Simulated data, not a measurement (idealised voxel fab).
This section sets out a process module, namely voxel fin reveal.
We display cut, a cross-section 190 nm in width whose square cells are each 5 nm.
A cross-section in this document is a grid of square cells, and it is written down as bands, the top band listed before the ones below it; a band is made up of one or more rows of cells.
In this notation a band is specified by the heights of its top and bottom, in that order and in nm, after which its materials appear from left to right, each paired with its width in nm. The word "throughout" attached to a single material means that material fills the band from edge to edge; the word "empty" stands for empty space.
Height datum 0, below which the as-received substrate wafer is one material. Lowest band open at the bottom, running downward: "top 0, no bottom".
Width: "30 to 40" (first number = top row, second number = bottom row, same change from row to row of cells).
Take "all unchanged" at face value: in the step it is given for, the cross-section changed in none of its cells.
Empty spaces without an open route to the top, at least 8 cells in extent, make up the entry "Closed cavities"; each is given as width x height at distance, where the distance is measured from the left edge, and all are in nm.
after a step's settings: what the simulator itself notes on the step
On any step carrying a mask, the "overlay nm" setting, if present on the step's line, tells how far right of its planned place the mask lay; negative values point to the left.
## Process steps foreseen in the plan
1: op RECEIVE | material Si
2: op CONFORMAL_DEP | material SiN | thk nm 5
3: op PATTERN | tone cover | mask id FINS | material resist | width nm 15 | pitch nm 45 | thk nm 20 | overlay nm 0
4: op DIRECTIONAL_ETCH | etch materials SiN | depth nm 5
5: op DIRECTIONAL_ETCH | etch materials Si | depth nm 35
6: op STRIP | etch materials resist
7: op OXIDIZE | depth nm 5
8: op FILL_DEP | material SiO2 | thk nm 5
9: op CMP | height nm 5
10: op SELECTIVE_ETCH | etch materials SiO2 | depth nm 15
11: op STRIP | etch materials SiN
12: op CONFORMAL_DEP | material SiO2 | thk nm 5
## Wafer at receipt (post step 1), cross-section
* top 0, no bottom  Si throughout
* Closed cavities: none
## Run as planned - first of the two wafers cross-sectioned at the end of the module
* top 5, bottom 0  empty 20; SiO2 15; empty 30; SiO2 15; empty 30; SiO2 15; empty 30; SiO2 15; empty 20
* top 0, bottom -5  empty 20; SiO2 5; Si 5; SiO2 5; empty 30; SiO2 5; Si 5; SiO2 5; empty 30; SiO2 5; Si 5; SiO2 5; empty 30; SiO2 5; Si 5; SiO2 5; empty 20
* top -5, bottom -40  SiO2 25; Si 5; SiO2 40; Si 5; SiO2 40; Si 5; SiO2 40; Si 5; SiO2 25
* top -40, no bottom  Si throughout
* Closed cavities: none
## Cross-section, wafer two of two, end of module: same start and plan as wafer one, one error in execution
* top 5, bottom 0  empty 15; SiO2 25; empty 20; SiO2 25; empty 20; SiO2 25; empty 20; SiO2 25; empty 15
* top 0, bottom -5  empty 15; SiO2 5; Si 15; SiO2 5; empty 20; SiO2 5; Si 15; SiO2 5; empty 20; SiO2 5; Si 15; SiO2 5; empty 20; SiO2 5; Si 15; SiO2 5; empty 15
* top -5, bottom -40  SiO2 20; Si 15; SiO2 30; Si 15; SiO2 30; Si 15; SiO2 30; Si 15; SiO2 20
* top -40, no bottom  Si throughout
* Closed cavities: none
What broke from the plan during processing? planned and actual differ for step 3; actual: op PATTERN | tone cover | mask id FINS | material resist | width nm 25 | pitch nm 45 | thk nm 20 | overlay nm 0
End check, counted in cells, second wafer has more or fewer of these materials than the first: Si +64; SiO2 -48
